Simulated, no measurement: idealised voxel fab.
Title: Process Module voxel gate over fins
Section shown: cut. Width: 165 nm. Cell size: 5 nm, square.
Square cells in a grid make up a cross-section in this document, and the grid is given as bands, listed from the top down, each one or more rows of cells.
Each band's line starts with the height of the band's top and of its bottom, in nm. Then come its materials from left to right, each with its width in nm. One material with "everywhere" fills the band from edge to edge. "air" is empty space.
Beneath 0, the wafer as received is one material, and that level is where height counting begins. The lowest band goes on downward without a bottom; it is written like "top 0, no bottom".
Width: "30->40" (first number = top row, second number = bottom row, same change from row to row of cells).
A step reported as "remained the same" is a step in which no cell of the cross-section changed.
The list in "Trapped cavities" covers empty spaces of 8 cells or more that cannot reach the top through any open way, and it gives each as width x height at distance; the distance is from the left edge, and width, height and distance are in nm.
That trailing text on a step's line, after the settings, is the simulator's own remark on the step.
overlay nm: right-of-plan distance of the mask on a masked step; negative values mean left-of-plan.

## Intended process steps
| 1 | RECEIVE with material Si |
| 2 | CONFORMAL_DEP with material SiN, thk nm 10 |
| 3 | MASKED_ETCH with tone cover, mask id FINS, width nm 15, pitch nm 55, etch materials SiN, depth nm 10, overlay nm 0 |
| 4 | MASKED_ETCH with tone cover, mask id FINS, width nm 15, pitch nm 55, etch materials Si, depth nm 30, overlay nm 0 |
| 5 | OXIDIZE with depth nm 5 |
| 6 | FILL_DEP with material SiO2, thk nm 5 |
| 7 | CMP with height nm 10 |
| 8 | DIRECTIONAL_DEP with material aC, thk nm 10 |
| 9 | PATTERN with tone open, mask id RAIL, material resist, width nm 15, thk nm 30, overlay nm 0 |
| 10 | DIRECTIONAL_ETCH with etch materials aC, depth nm 10 |
| 11 | STRIP with etch materials resist |
| 12 | DIRECTIONAL_ETCH with etch materials SiO2, depth nm 35 |
| 13 | STRIP with etch materials aC |
| 14 | CONFORMAL_DEP with material TiN, thk nm 5 |
| 15 | FILL_DEP with material W, thk nm 5 |
| 16 | CMP with height nm 10 |
| 17 | SELECTIVE_ETCH with etch materials W Ru TiN, depth nm 30 |
| 18 | FILL_DEP with material SiO2, thk nm 5 |
| 19 | CMP with height nm 10 |
| 20 | SELECTIVE_ETCH with etch materials SiO2, depth nm 20 |
| 21 | STRIP with etch materials SiN |
| 22 | CONFORMAL_DEP with material HfO2, thk nm 5 |
| 23 | CONFORMAL_DEP with material TiN, thk nm 5 |
| 24 | CONFORMAL_DEP with material TiAl, thk nm 5 |
| 25 | CONFORMAL_DEP with material TiN, thk nm 5 |
| 26 | FILL_DEP with material W, thk nm 10 |
| 27 | CMP with height nm 25 |
| 28 | CONFORMAL_DEP with material SiN, thk nm 10 |

## So this is the incoming wafer in cross-section - it's already been through step 1
* top 0, no bottom | Si everywhere
* Trapped cavities: none

## The first of the two wafers as seen in cross-section once the module was finished; processing followed the plan
* top 35, bottom 25 | SiN everywhere
* top 25, bottom 20 | W everywhere
* top 20, bottom 15 | 30 nm W, then 45 nm TiN, then 10 nm W, then 45 nm TiN, then 35 nm W
* top 15, bottom 10 | 30 nm W, then 5 nm TiN, then 35 nm TiAl, then 5 nm TiN, then 10 nm W, then 5 nm TiN, then 35 nm TiAl, then 5 nm TiN, then 35 nm W
* top 10, bottom 5 | 35 nm TiN, then 5 nm TiAl, then 25 nm TiN, then 5 nm TiAl, then 20 nm TiN, then 5 nm TiAl, then 25 nm TiN, then 5 nm TiAl, then 40 nm TiN
* top 5, bottom 0 | 40 nm TiAl, then 5 nm TiN, then 15 nm HfO2, then 5 nm TiN, then 30 nm TiAl, then 5 nm TiN, then 15 nm HfO2, then 5 nm TiN, then 45 nm TiAl
* top 0, bottom -5 | 45 nm TiN, then 5 nm HfO2, then 5 nm Si, then 5 nm HfO2, then 40 nm TiN, then 5 nm HfO2, then 5 nm Si, then 5 nm HfO2, then 50 nm TiN
* top -5, bottom -10 | 50 nm HfO2, then 5 nm Si, then 50 nm HfO2, then 5 nm Si, then 55 nm HfO2
* top -10, bottom -20 | 50 nm SiO2, then 5 nm Si, then 50 nm SiO2, then 5 nm Si, then 55 nm SiO2
* top -20, bottom -25 | 50 nm SiO2, then 5 nm Si, then 15 nm SiO2, then 15 nm TiN, then 20 nm SiO2, then 5 nm Si, then 55 nm SiO2
* top -25, bottom -35 | 50 nm SiO2, then 5 nm Si, then 50 nm SiO2, then 5 nm Si, then 55 nm SiO2
* top -35, no bottom | Si everywhere
* Trapped cavities: none

## Wafer two (of two), end-of-module cross-section: start = wafer one, plan = wafer one, one run mistake
* top 35, bottom 25 | SiN everywhere
* top 25, bottom 20 | W everywhere
* top 20, bottom 15 | 30 nm W, then 45 nm TiN, then 10 nm W, then 45 nm TiN, then 35 nm W
* top 15, bottom 10 | 30 nm W, then 5 nm TiN, then 35 nm TiAl, then 5 nm TiN, then 10 nm W, then 5 nm TiN, then 35 nm TiAl, then 5 nm TiN, then 35 nm W
* top 10, bottom 5 | 30 nm W, then 5 nm TiN, then 5 nm TiAl, then 25 nm TiN, then 5 nm TiAl, then 5 nm TiN, then 10 nm W, then 5 nm TiN, then 5 nm TiAl, then 25 nm TiN, then 5 nm TiAl, then 5 nm TiN, then 35 nm W
* top 5, bottom 0 | 30 nm W, then 5 nm TiN, then 5 nm TiAl, then 5 nm TiN, then 15 nm HfO2, then 5 nm TiN, then 5 nm TiAl, then 5 nm TiN, then 10 nm W, then 5 nm TiN, then 5 nm TiAl, then 5 nm TiN, then 15 nm HfO2, then 5 nm TiN, then 5 nm TiAl, then 5 nm TiN, then 35 nm W
* top 0, bottom -5 | 30 nm W, then 5 nm TiN, then 5 nm TiAl, then 5 nm TiN, then 5 nm HfO2, then 5 nm Si, then 5 nm HfO2, then 5 nm TiN, then 5 nm TiAl, then 20 nm TiN, then 5 nm TiAl, then 5 nm TiN, then 5 nm HfO2, then 5 nm Si, then 5 nm HfO2, then 5 nm TiN, then 5 nm TiAl, then 5 nm TiN, then 35 nm W
* top -5, bottom -10 | 30 nm W, then 5 nm TiN, then 5 nm TiAl, then 5 nm TiN, then 5 nm HfO2, then 5 nm Si, then 5 nm HfO2, then 5 nm TiN, then 30 nm TiAl, then 5 nm TiN, then 5 nm HfO2, then 5 nm Si, then 5 nm HfO2, then 5 nm TiN, then 5 nm TiAl, then 5 nm TiN, then 35 nm W
* top -10, bottom -15 | 35 nm TiN, then 5 nm TiAl, then 5 nm TiN, then 5 nm HfO2, then 5 nm Si, then 5 nm HfO2, then 40 nm TiN, then 5 nm HfO2, then 5 nm Si, then 5 nm HfO2, then 5 nm TiN, then 5 nm TiAl, then 40 nm TiN
* top -15, bottom -20 | 40 nm TiAl, then 5 nm TiN, then 5 nm HfO2, then 5 nm Si, then 5 nm HfO2, then 5 nm TiN, then 25 nm HfO2, then 10 nm TiN, then 5 nm HfO2, then 5 nm Si, then 5 nm HfO2, then 5 nm TiN, then 45 nm TiAl
* top -20, bottom -25 | 45 nm TiN, then 5 nm HfO2, then 5 nm Si, then 5 nm HfO2, then 5 nm TiN, then 5 nm HfO2, then 15 nm TiN, then 5 nm HfO2, then 10 nm TiN, then 5 nm HfO2, then 5 nm Si, then 5 nm HfO2, then 50 nm TiN
* top -25, bottom -30 | 50 nm HfO2, then 5 nm Si, then 20 nm HfO2, then 5 nm SiO2, then 25 nm HfO2, then 5 nm Si, then 55 nm HfO2
* top -30, bottom -35 | 50 nm SiO2, then 5 nm Si, then 50 nm SiO2, then 5 nm Si, then 55 nm SiO2
* top -35, no bottom | Si everywhere
* Trapped cavities: none
Misprocessing identified: the plan's step 20 ran twice
at the end the second wafer has, in cells: 22 more of HfO2; 120 fewer of SiO2; 12 more of TiAl; 30 more of TiN; 56 more of W
